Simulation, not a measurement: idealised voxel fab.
process module | voxel self aligned vias
cross-section cut | 190 nm wide | cells 5 nm
A cross-section is a grid of square cells, given in bands from the top down. A band is one or more rows of cells.
Each band's line starts with the height of the band's top and of its bottom, in nm. Then come its materials from left to right, each with its width in nm. One material with "throughout" fills the band from edge to edge. "air" is empty space.
Height 0 is the level under which the wafer as received is all one material. The lowest band goes on downwards, as in "0 down".
A width such as "30 to 40" changes by the same amount from each row of cells to the next, from the band's top row to its bottom row.
"no change" after a step means that no cell of the cross-section changed.
closed voids: empty space of 8 cells or more with no open way to the top, each as width x height at its distance from the left edge, in nm
after a step's settings: what the simulator itself notes on the step
overlay nm, on a step with a mask: how far to the right of its planned place the mask lay; to the left if negative
plan
1 op RECEIVE | material Si
2 op CONFORMAL_DEP | material SiO2 | thk nm 15
3 op CONFORMAL_DEP | material SiCN | thk nm 5
4 op DIRECTIONAL_DEP | material SiO2 | thk nm 30
5 op DIRECTIONAL_DEP | material aC | thk nm 10
6 op PATTERN | tone open | mask id LINES | material resist | width nm 25 | pitch nm 75 | thk nm 30 | overlay nm 0
7 op DIRECTIONAL_ETCH | etch materials aC | depth nm 10
8 op STRIP | etch materials resist
9 op DIRECTIONAL_ETCH | etch materials SiO2 | depth nm 30
10 op STRIP | etch materials aC
11 op CONFORMAL_DEP | material TiN | thk nm 5
12 op FILL_DEP | material W | thk nm 10
13 op CMP | height nm 50
14 op SELECTIVE_ETCH | etch materials W Ru TiN | depth nm 5
15 op FILL_DEP | material SiN | thk nm 5
16 op CMP | height nm 50
17 op DIRECTIONAL_DEP | material SiO2 | thk nm 20
18 op MASKED_ETCH | tone open | mask id VIAS | width nm 45 | pitch nm 75 | etch materials SiO2 | depth nm 20 | overlay nm 0
19 op MASKED_ETCH | tone open | mask id VIAS | width nm 45 | pitch nm 75 | etch materials SiN | depth nm 5 | overlay nm 0
20 op CONFORMAL_DEP | material TiN | thk nm 5
21 op FILL_DEP | material W | thk nm 5
22 op CMP | height nm 70
23 op CONFORMAL_DEP | material SiCN | thk nm 5
as received, after step 1
  0 down: Si throughout
  closed voids: none
first wafer at the end, as planned
  75 to 70: SiCN throughout
  70 to 55: SiO2 35 | TiN 5 | W 35 | TiN 5 | SiO2 30 | TiN 5 | W 35 | TiN 5 | SiO2 35
  55 to 50: SiO2 35 | TiN 15 | W 15 | TiN 15 | SiO2 30 | TiN 15 | W 15 | TiN 15 | SiO2 35
  50 to 45: SiO2 45 | TiN 25 | SiO2 50 | TiN 25 | SiO2 45
  45 to 25: SiO2 45 | TiN 5 | W 15 | TiN 5 | SiO2 50 | TiN 5 | W 15 | TiN 5 | SiO2 45
  25 to 20: SiO2 45 | TiN 25 | SiO2 50 | TiN 25 | SiO2 45
  20 to 15: SiCN throughout
  15 to 0: SiO2 throughout
  0 down: Si throughout
  closed voids: none
second wafer at the end: like start, like plan, one mistake
  75 to 70: SiCN throughout
  70 to 55: SiO2 35 | TiN 5 | W 35 | TiN 5 | SiO2 30 | TiN 5 | W 35 | TiN 5 | SiO2 35
  55 to 50: SiO2 35 | TiN 15 | W 15 | TiN 15 | SiO2 30 | TiN 15 | W 15 | TiN 15 | SiO2 35
  50 to 45: SiO2 45 | TiN 25 | SiO2 50 | TiN 25 | SiO2 45
  45 to 25: SiO2 45 | TiN 5 | W 15 | TiN 5 | SiO2 50 | TiN 5 | W 15 | TiN 5 | SiO2 45
  25 to 20: SiO2 45 | TiN 25 | SiO2 50 | TiN 25 | SiO2 45
  20 to 5: SiO2 throughout
  5 to 0: SiCN throughout
  0 down: Si throughout
  closed voids: none
what went wrong: steps 2 and 3 were swapped
at the end the second wafer has, in cells: as many of each material as the first, in other places
